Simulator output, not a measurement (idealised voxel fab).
Title: Process Module voxel wiring stack
cross-section cut | 165 nm wide | cells 5 nm
A cross-section is a grid of square cells, given in bands from the top down. A band is one or more rows of cells. Within each band entry, the heights of the top and of the bottom of the band appear first, in that order and in nm; the materials of the band then follow from left to right, each with its corresponding width in nm. The designation "full width" on a single material indicates that it fills the band from edge to edge; the designation "blank" indicates empty space. Height reference: 0 = level under which incoming wafer is all one material. Lowest band: no bottom, runs on downward, e.g. "top 0, no bottom". With a width like "30 to 40", each row of cells in the band differs from the next by the same amount, the top row carrying the first number and the bottom row the second. For the purposes of this document, the phrase "no alterations made" attached to a step denotes that no cell within the cross-section was modified by that step. Each empty space that has no open way to the top and spans at least 8 cells appears under "Closed cavity list" as width x height at distance, the distance counted from the left edge, all in nm. Text after the settings on a step's line: the simulator's own remark on that step. Each step line may optionally specify "overlay nm", which for a step with a mask gives the rightward distance between the mask's planned place and where it lay, a negative value indicating the leftward direction.

**Listed below are the process steps as planned**
| 1 | RECEIVE [material Si] |
| 2 | CONFORMAL_DEP [material SiO2] [thk nm 10] |
| 3 | DIRECTIONAL_DEP [material TiN] [thk nm 5] |
| 4 | DIRECTIONAL_DEP [material W] [thk nm 25] |
| 5 | DIRECTIONAL_DEP [material aC] [thk nm 10] |
| 6 | PATTERN [tone cover] [mask id METAL_1] [material resist] [width nm 20] [pitch nm 35] [thk nm 25] [overlay nm 0] |
| 7 | DIRECTIONAL_ETCH [etch materials aC] [depth nm 10] |
| 8 | STRIP [etch materials resist] |
| 9 | DIRECTIONAL_ETCH [etch materials W] [depth nm 25] |
| 10 | DIRECTIONAL_ETCH [etch materials TiN] [depth nm 5] |
| 11 | STRIP [etch materials aC] |
| 12 | CONFORMAL_DEP [material SiN] [thk nm 5] |
| 13 | FILL_DEP [material lowk] [thk nm 10] |
| 14 | CMP [height nm 40] |
| 15 | CONFORMAL_DEP [material SiCN] [thk nm 5] |
| 16 | DIRECTIONAL_DEP [material SiO2] [thk nm 15] |
| 17 | PATTERN [tone open] [mask id PLUG_1] [material resist] [width nm 15] [pitch nm 70] [thk nm 15] [overlay nm 0] |
| 18 | DIRECTIONAL_ETCH [etch materials SiO2] [depth nm 15] |
| 19 | DIRECTIONAL_ETCH [etch materials SiCN] [depth nm 5] |
| 20 | STRIP [etch materials resist] |
| 21 | CONFORMAL_DEP [material TiN] [thk nm 5] |
| 22 | FILL_DEP [material Cu] [thk nm 5] |
| 23 | CMP [height nm 60] |
| 24 | DIRECTIONAL_DEP [material TiN] [thk nm 5] |
| 25 | DIRECTIONAL_DEP [material Ru] [thk nm 25] |
| 26 | PATTERN [tone cover] [mask id METAL_2] [material resist] [width nm 20] [pitch nm 35] [thk nm 20] [overlay nm 0] |
| 27 | DIRECTIONAL_ETCH [etch materials Ru] [depth nm 25] |
| 28 | DIRECTIONAL_ETCH [etch materials TiN] [depth nm 5] |
| 29 | STRIP [etch materials resist] |
| 30 | FILL_DEP [material SiO2] [thk nm 5] |
| 31 | CMP [height nm 90] |
| 32 | CONFORMAL_DEP [material SiN] [thk nm 5] |

**First of two wafers - as planned**

**Wafer at receipt (post step 1), cross-section**
> top 0, no bottom: Si full width
> Closed cavity list: none

**Step 2 done - wafer cross-section**
> top 10, bottom 0: SiO2 full width
> Nothing below the height 0 has changed.

**Step 3 done - wafer cross-section**
> top 15, bottom 10: TiN full width
> Nothing below the height 10 has changed.

**Step 4 done - wafer cross-section**
> top 40, bottom 15: W full width
> Nothing below the height 15 has changed.

**Step 5 done - wafer cross-section**
> top 50, bottom 40: aC full width
> Nothing below the height 40 has changed.

**Step 6 done - wafer cross-section**
> top 75, bottom 50: 20 of blank; 20 of resist; 15 of blank; 20 of resist; 15 of blank; 20 of resist; 15 of blank; 20 of resist; 20 of blank
> Nothing below the height 50 has changed.

**Step 7 done - wafer cross-section**
> top 65, bottom 50: 20 of blank; 20 of resist; 15 of blank; 20 of resist; 15 of blank; 20 of resist; 15 of blank; 20 of resist; 20 of blank
> top 50, bottom 40: 20 of blank; 20 of aC; 15 of blank; 20 of aC; 15 of blank; 20 of aC; 15 of blank; 20 of aC; 20 of blank
> Nothing below the height 40 has changed.

**Step 8 done - wafer cross-section**
> top 50, bottom 40: 20 of blank; 20 of aC; 15 of blank; 20 of aC; 15 of blank; 20 of aC; 15 of blank; 20 of aC; 20 of blank
> Nothing below the height 40 has changed.

**Step 9 done - wafer cross-section**
> top 50, bottom 40: 20 of blank; 20 of aC; 15 of blank; 20 of aC; 15 of blank; 20 of aC; 15 of blank; 20 of aC; 20 of blank
> top 40, bottom 15: 20 of blank; 20 of W; 15 of blank; 20 of W; 15 of blank; 20 of W; 15 of blank; 20 of W; 20 of blank
> Nothing below the height 15 has changed.

**Step 10 done - wafer cross-section**
> top 50, bottom 40: 20 of blank; 20 of aC; 15 of blank; 20 of aC; 15 of blank; 20 of aC; 15 of blank; 20 of aC; 20 of blank
> top 40, bottom 15: 20 of blank; 20 of W; 15 of blank; 20 of W; 15 of blank; 20 of W; 15 of blank; 20 of W; 20 of blank
> top 15, bottom 10: 20 of blank; 20 of TiN; 15 of blank; 20 of TiN; 15 of blank; 20 of TiN; 15 of blank; 20 of TiN; 20 of blank
> Nothing below the height 10 has changed.

**Step 11 done - wafer cross-section**
> top 40, bottom 15: 20 of blank; 20 of W; 15 of blank; 20 of W; 15 of blank; 20 of W; 15 of blank; 20 of W; 20 of blank
> Nothing below the height 15 has changed.

**Step 12 done - wafer cross-section**
> top 45, bottom 40: 15 of blank; 30 of SiN; 5 of blank; 30 of SiN; 5 of blank; 30 of SiN; 5 of blank; 30 of SiN; 15 of blank
> top 40, bottom 15: 15 of blank; 5 of SiN; 20 of W; 5 of SiN; 5 of blank; 5 of SiN; 20 of W; 5 of SiN; 5 of blank; 5 of SiN; 20 of W; 5 of SiN; 5 of blank; 5 of SiN; 20 of W; 5 of SiN; 15 of blank
> top 15, bottom 10: 20 of SiN; 20 of TiN; 15 of SiN; 20 of TiN; 15 of SiN; 20 of TiN; 15 of SiN; 20 of TiN; 20 of SiN
> Nothing below the height 10 has changed.

**Step 13 done - wafer cross-section**
> top 55, bottom 45: lowk full width
> top 45, bottom 40: 15 of lowk; 30 of SiN; 5 of lowk; 30 of SiN; 5 of lowk; 30 of SiN; 5 of lowk; 30 of SiN; 15 of lowk
> top 40, bottom 15: 15 of lowk; 5 of SiN; 20 of W; 5 of SiN; 5 of lowk; 5 of SiN; 20 of W; 5 of SiN; 5 of lowk; 5 of SiN; 20 of W; 5 of SiN; 5 of lowk; 5 of SiN; 20 of W; 5 of SiN; 15 of lowk
> Nothing below the height 15 has changed.

**Step 14 done - wafer cross-section**
> top 40, bottom 15: 15 of lowk; 5 of SiN; 20 of W; 5 of SiN; 5 of lowk; 5 of SiN; 20 of W; 5 of SiN; 5 of lowk; 5 of SiN; 20 of W; 5 of SiN; 5 of lowk; 5 of SiN; 20 of W; 5 of SiN; 15 of lowk
> Nothing below the height 15 has changed.

**Step 15 done - wafer cross-section**
> top 45, bottom 40: SiCN full width
> Nothing below the height 40 has changed.

**Step 16 done - wafer cross-section**
> top 60, bottom 45: SiO2 full width
> Nothing below the height 45 has changed.

**Step 17 done - wafer cross-section**
> top 75, bottom 60: 20 of resist; 15 of blank; 55 of resist; 15 of blank; 60 of resist
> Nothing below the height 60 has changed.

**Step 18 done - wafer cross-section**
> top 75, bottom 60: 20 of resist; 15 of blank; 55 of resist; 15 of blank; 60 of resist
> top 60, bottom 45: 20 of SiO2; 15 of blank; 55 of SiO2; 15 of blank; 60 of SiO2
> Nothing below the height 45 has changed.

**Step 19 done - wafer cross-section**
> top 75, bottom 60: 20 of resist; 15 of blank; 55 of resist; 15 of blank; 60 of resist
> top 60, bottom 45: 20 of SiO2; 15 of blank; 55 of SiO2; 15 of blank; 60 of SiO2
> top 45, bottom 40: 20 of SiCN; 15 of blank; 55 of SiCN; 15 of blank; 60 of SiCN
> Nothing below the height 40 has changed.

**Step 20 done - wafer cross-section**
> top 60, bottom 45: 20 of SiO2; 15 of blank; 55 of SiO2; 15 of blank; 60 of SiO2
> Nothing below the height 45 has changed.

**Step 21 done - wafer cross-section**
> top 65, bottom 60: 25 of TiN; 5 of blank; 65 of TiN; 5 of blank; 65 of TiN
> top 60, bottom 45: 20 of SiO2; 5 of TiN; 5 of blank; 5 of TiN; 55 of SiO2; 5 of TiN; 5 of blank; 5 of TiN; 60 of SiO2
> top 45, bottom 40: 20 of SiCN; 15 of TiN; 55 of SiCN; 15 of TiN; 60 of SiCN
> Nothing below the height 40 has changed.

**Step 22 done - wafer cross-section**
> top 70, bottom 65: Cu full width
> top 65, bottom 60: 25 of TiN; 5 of Cu; 65 of TiN; 5 of Cu; 65 of TiN
> top 60, bottom 45: 20 of SiO2; 5 of TiN; 5 of Cu; 5 of TiN; 55 of SiO2; 5 of TiN; 5 of Cu; 5 of TiN; 60 of SiO2
> Nothing below the height 45 has changed.

**Step 23 done - wafer cross-section**
> top 60, bottom 45: 20 of SiO2; 5 of TiN; 5 of Cu; 5 of TiN; 55 of SiO2; 5 of TiN; 5 of Cu; 5 of TiN; 60 of SiO2
> Nothing below the height 45 has changed.

**Step 24 done - wafer cross-section**
> top 65, bottom 60: TiN full width
> Nothing below the height 60 has changed.

**Step 25 done - wafer cross-section**
> top 90, bottom 65: Ru full width
> Nothing below the height 65 has changed.

**Step 26 done - wafer cross-section**
> top 110, bottom 90: 20 of blank; 20 of resist; 15 of blank; 20 of resist; 15 of blank; 20 of resist; 15 of blank; 20 of resist; 20 of blank
> Nothing below the height 90 has changed.

**Step 27 done - wafer cross-section**
> top 110, bottom 90: 20 of blank; 20 of resist; 15 of blank; 20 of resist; 15 of blank; 20 of resist; 15 of blank; 20 of resist; 20 of blank
> top 90, bottom 65: 20 of blank; 20 of Ru; 15 of blank; 20 of Ru; 15 of blank; 20 of Ru; 15 of blank; 20 of Ru; 20 of blank
> Nothing below the height 65 has changed.

**Step 28 done - wafer cross-section**
> top 110, bottom 90: 20 of blank; 20 of resist; 15 of blank; 20 of resist; 15 of blank; 20 of resist; 15 of blank; 20 of resist; 20 of blank
> top 90, bottom 65: 20 of blank; 20 of Ru; 15 of blank; 20 of Ru; 15 of blank; 20 of Ru; 15 of blank; 20 of Ru; 20 of blank
> top 65, bottom 60: 20 of blank; 20 of TiN; 15 of blank; 20 of TiN; 15 of blank; 20 of TiN; 15 of blank; 20 of TiN; 20 of blank
> Nothing below the height 60 has changed.

**Step 29 done - wafer cross-section**
> top 90, bottom 65: 20 of blank; 20 of Ru; 15 of blank; 20 of Ru; 15 of blank; 20 of Ru; 15 of blank; 20 of Ru; 20 of blank
> Nothing below the height 65 has changed.

**Step 30 done - wafer cross-section**
> top 95, bottom 90: SiO2 full width
> top 90, bottom 65: 20 of SiO2; 20 of Ru; 15 of SiO2; 20 of Ru; 15 of SiO2; 20 of Ru; 15 of SiO2; 20 of Ru; 20 of SiO2
> top 65, bottom 60: 20 of SiO2; 20 of TiN; 15 of SiO2; 20 of TiN; 15 of SiO2; 20 of TiN; 15 of SiO2; 20 of TiN; 20 of SiO2
> Nothing below the height 60 has changed.

**Step 31 done - wafer cross-section**
> top 90, bottom 65: 20 of SiO2; 20 of Ru; 15 of SiO2; 20 of Ru; 15 of SiO2; 20 of Ru; 15 of SiO2; 20 of Ru; 20 of SiO2
> Nothing below the height 65 has changed.

**Step 32 done - wafer cross-section**
> top 95, bottom 90: SiN full width
> Nothing below the height 90 has changed.

**Wafer two. Same start, same plan, one slip in execution. Same as wafer one through step 14, inclusive**

**Second wafer, sectioned view, at step 15's planned end time**
> top 55, bottom 40: SiCN full width
> Nothing below the height 40 has changed.

**Second wafer, sectioned view, at step 16's planned end time**
> top 70, bottom 55: SiO2 full width
> Nothing below the height 55 has changed.

**Second wafer, sectioned view, at step 17's planned end time**
> top 85, bottom 70: 20 of resist; 15 of blank; 55 of resist; 15 of blank; 60 of resist
> Nothing below the height 70 has changed.

**Second wafer, sectioned view, at step 18's planned end time**
> top 85, bottom 70: 20 of resist; 15 of blank; 55 of resist; 15 of blank; 60 of resist
> top 70, bottom 55: 20 of SiO2; 15 of blank; 55 of SiO2; 15 of blank; 60 of SiO2
> Nothing below the height 55 has changed.

**Second wafer, sectioned view, at step 19's planned end time**
> top 85, bottom 70: 20 of resist; 15 of blank; 55 of resist; 15 of blank; 60 of resist
> top 70, bottom 55: 20 of SiO2; 15 of blank; 55 of SiO2; 15 of blank; 60 of SiO2
> top 55, bottom 50: 20 of SiCN; 15 of blank; 55 of SiCN; 15 of blank; 60 of SiCN
> Nothing below the height 50 has changed.

**Second wafer, sectioned view, at step 20's planned end time**
> top 70, bottom 55: 20 of SiO2; 15 of blank; 55 of SiO2; 15 of blank; 60 of SiO2
> Nothing below the height 55 has changed.

**Second wafer, sectioned view, at step 21's planned end time**
> top 75, bottom 70: 25 of TiN; 5 of blank; 65 of TiN; 5 of blank; 65 of TiN
> top 70, bottom 55: 20 of SiO2; 5 of TiN; 5 of blank; 5 of TiN; 55 of SiO2; 5 of TiN; 5 of blank; 5 of TiN; 60 of SiO2
> top 55, bottom 50: 20 of SiCN; 15 of TiN; 55 of SiCN; 15 of TiN; 60 of SiCN
> Nothing below the height 50 has changed.

**Second wafer, sectioned view, at step 22's planned end time**
> top 80, bottom 75: Cu full width
> top 75, bottom 70: 25 of TiN; 5 of Cu; 65 of TiN; 5 of Cu; 65 of TiN
> top 70, bottom 55: 20 of SiO2; 5 of TiN; 5 of Cu; 5 of TiN; 55 of SiO2; 5 of TiN; 5 of Cu; 5 of TiN; 60 of SiO2
> Nothing below the height 55 has changed.

**Second wafer, sectioned view, at step 23's planned end time**
> top 60, bottom 55: 20 of SiO2; 5 of TiN; 5 of Cu; 5 of TiN; 55 of SiO2; 5 of TiN; 5 of Cu; 5 of TiN; 60 of SiO2
> Nothing below the height 55 has changed.

**Second wafer, sectioned view, at step 24's planned end time**
> top 65, bottom 60: TiN full width
> Nothing below the height 60 has changed.

**Second wafer, sectioned view, at step 25's planned end time**
> top 90, bottom 65: Ru full width
> Nothing below the height 65 has changed.

**Second wafer, sectioned view, at step 26's planned end time**
> top 110, bottom 90: 20 of blank; 20 of resist; 15 of blank; 20 of resist; 15 of blank; 20 of resist; 15 of blank; 20 of resist; 20 of blank
> Nothing below the height 90 has changed.

**Second wafer, sectioned view, at step 27's planned end time**
> top 110, bottom 90: 20 of blank; 20 of resist; 15 of blank; 20 of resist; 15 of blank; 20 of resist; 15 of blank; 20 of resist; 20 of blank
> top 90, bottom 65: 20 of blank; 20 of Ru; 15 of blank; 20 of Ru; 15 of blank; 20 of Ru; 15 of blank; 20 of Ru; 20 of blank
> Nothing below the height 65 has changed.

**Second wafer, sectioned view, at step 28's planned end time**
> top 110, bottom 90: 20 of blank; 20 of resist; 15 of blank; 20 of resist; 15 of blank; 20 of resist; 15 of blank; 20 of resist; 20 of blank
> top 90, bottom 65: 20 of blank; 20 of Ru; 15 of blank; 20 of Ru; 15 of blank; 20 of Ru; 15 of blank; 20 of Ru; 20 of blank
> top 65, bottom 60: 20 of blank; 20 of TiN; 15 of blank; 20 of TiN; 15 of blank; 20 of TiN; 15 of blank; 20 of TiN; 20 of blank
> Nothing below the height 60 has changed.

**Second wafer, sectioned view, at step 29's planned end time**
> top 90, bottom 65: 20 of blank; 20 of Ru; 15 of blank; 20 of Ru; 15 of blank; 20 of Ru; 15 of blank; 20 of Ru; 20 of blank
> Nothing below the height 65 has changed.

**Second wafer, sectioned view, at step 30's planned end time**
> top 95, bottom 90: SiO2 full width
> top 90, bottom 65: 20 of SiO2; 20 of Ru; 15 of SiO2; 20 of Ru; 15 of SiO2; 20 of Ru; 15 of SiO2; 20 of Ru; 20 of SiO2
> top 65, bottom 60: 20 of SiO2; 20 of TiN; 15 of SiO2; 20 of TiN; 15 of SiO2; 20 of TiN; 15 of SiO2; 20 of TiN; 20 of SiO2
> Nothing below the height 60 has changed.

**Second wafer, sectioned view, at step 31's planned end time**
> top 90, bottom 65: 20 of SiO2; 20 of Ru; 15 of SiO2; 20 of Ru; 15 of SiO2; 20 of Ru; 15 of SiO2; 20 of Ru; 20 of SiO2
> Nothing below the height 65 has changed.

**Second wafer, sectioned view, at step 32's planned end time**
> top 95, bottom 90: SiN full width
> Nothing below the height 90 has changed.
Plan not followed: step 15 ran differently from the plan; actual operation with settings: CONFORMAL_DEP [material SiCN] [thk nm 15]
Cell-count delta at end, second wafer over first, by material: Cu: 4 fewer; SiCN: 66 more; SiO2: 54 fewer; TiN: 8 fewer
